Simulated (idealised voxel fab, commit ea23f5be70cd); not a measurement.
process module | voxel local oxidation
cross-section cut | 255 nm wide | cells 5 nm
A cross-section is a grid of square cells, given in bands from the top down. A band is one or more rows of cells.
Each band's line starts with the height of the band's top and of its bottom, in nm. Then come its materials from left to right, each with its width in nm. One material with "throughout" fills the band from edge to edge. "air" is empty space.
Height 0 is the level under which the wafer as received is all one material. The lowest band goes on downwards, as in "0 down".
A width such as "30 to 40" changes by the same amount from each row of cells to the next, from the band's top row to its bottom row.
"no change" after a step means that no cell of the cross-section changed.
closed voids: empty space of 8 cells or more with no open way to the top, each as width x height at its distance from the left edge, in nm
after a step's settings: what the simulator itself notes on the step
overlay nm, on a step with a mask: how far to the right of its planned place the mask lay; to the left if negative
plan
1 op RECEIVE | material Si
2 op CONFORMAL_DEP | material SiO2 | thk nm 5
3 op CONFORMAL_DEP | material SiN | thk nm 10
4 op PATTERN | tone cover | mask id ACTIVE | material resist | width nm 95 | pitch nm 120 | thk nm 20 | overlay nm 0
5 op DIRECTIONAL_ETCH | etch materials SiN | depth nm 10
6 op STRIP | etch materials resist
7 op SELECTIVE_ETCH | etch materials SiO2 | depth nm 5
8 op OXIDIZE | depth nm 10
9 op STRIP | etch materials SiN
first wafer, as planned
as received, after step 1
  0 down: Si throughout
  closed voids: none
after step 2
  5 to 0: SiO2 throughout
  below 0: unchanged
after step 3
  15 to 5: SiN throughout
  below 5: unchanged
after step 4
  35 to 15: air 20 | resist 95 | air 25 | resist 95 | air 20
  below 15: unchanged
after step 5
  35 to 15: air 20 | resist 95 | air 25 | resist 95 | air 20
  15 to 5: air 20 | SiN 95 | air 25 | SiN 95 | air 20
  below 5: unchanged
after step 6
  15 to 5: air 20 | SiN 95 | air 25 | SiN 95 | air 20
  below 5: unchanged
after step 7
  15 to 5: air 20 | SiN 95 | air 25 | SiN 95 | air 20
  5 to 0: air 25 | SiO2 85 | air 35 | SiO2 85 | air 25
  below 0: unchanged
after step 8
  15 to 5: air 20 | SiN 95 | air 25 | SiN 95 | air 20
  5 to 0: air 25 | SiO2 85 | air 35 | SiO2 85 | air 25
  0 to -10: SiO2 35 | Si 65 | SiO2 55 | Si 65 | SiO2 35
  below -10: unchanged
after step 9
  5 to 0: air 25 | SiO2 85 | air 35 | SiO2 85 | air 25
  below 0: unchanged
second wafer: like start, like plan, one mistake. Through step 3 it matches the first wafer
when step 4 should have ended
  35 to 15: resist 20 | air 95 | resist 25 | air 95 | resist 20
  below 15: unchanged
when step 5 should have ended
  35 to 15: resist 20 | air 95 | resist 25 | air 95 | resist 20
  15 to 5: SiN 20 | air 95 | SiN 25 | air 95 | SiN 20
  below 5: unchanged
when step 6 should have ended
  15 to 5: SiN 20 | air 95 | SiN 25 | air 95 | SiN 20
  below 5: unchanged
when step 7 should have ended
  15 to 5: SiN 20 | air 95 | SiN 25 | air 95 | SiN 20
  5 to 0: SiO2 15 | air 105 | SiO2 15 | air 105 | SiO2 15
  below 0: unchanged
when step 8 should have ended
  15 to 5: SiN 20 | air 95 | SiN 25 | air 95 | SiN 20
  5 to 0: SiO2 15 | air 105 | SiO2 15 | air 105 | SiO2 15
  0 to -10: Si 5 | SiO2 245 | Si 5
  below -10: unchanged
when step 9 should have ended
  5 to 0: SiO2 15 | air 105 | SiO2 15 | air 105 | SiO2 15
  below 0: unchanged
what went wrong: step 4 ran as: op PATTERN | tone open | mask id ACTIVE | material resist | width nm 95 | pitch nm 120 | thk nm 20 | overlay nm 0
at the end the second wafer has, in cells: 48 fewer of Si | 23 more of SiO2
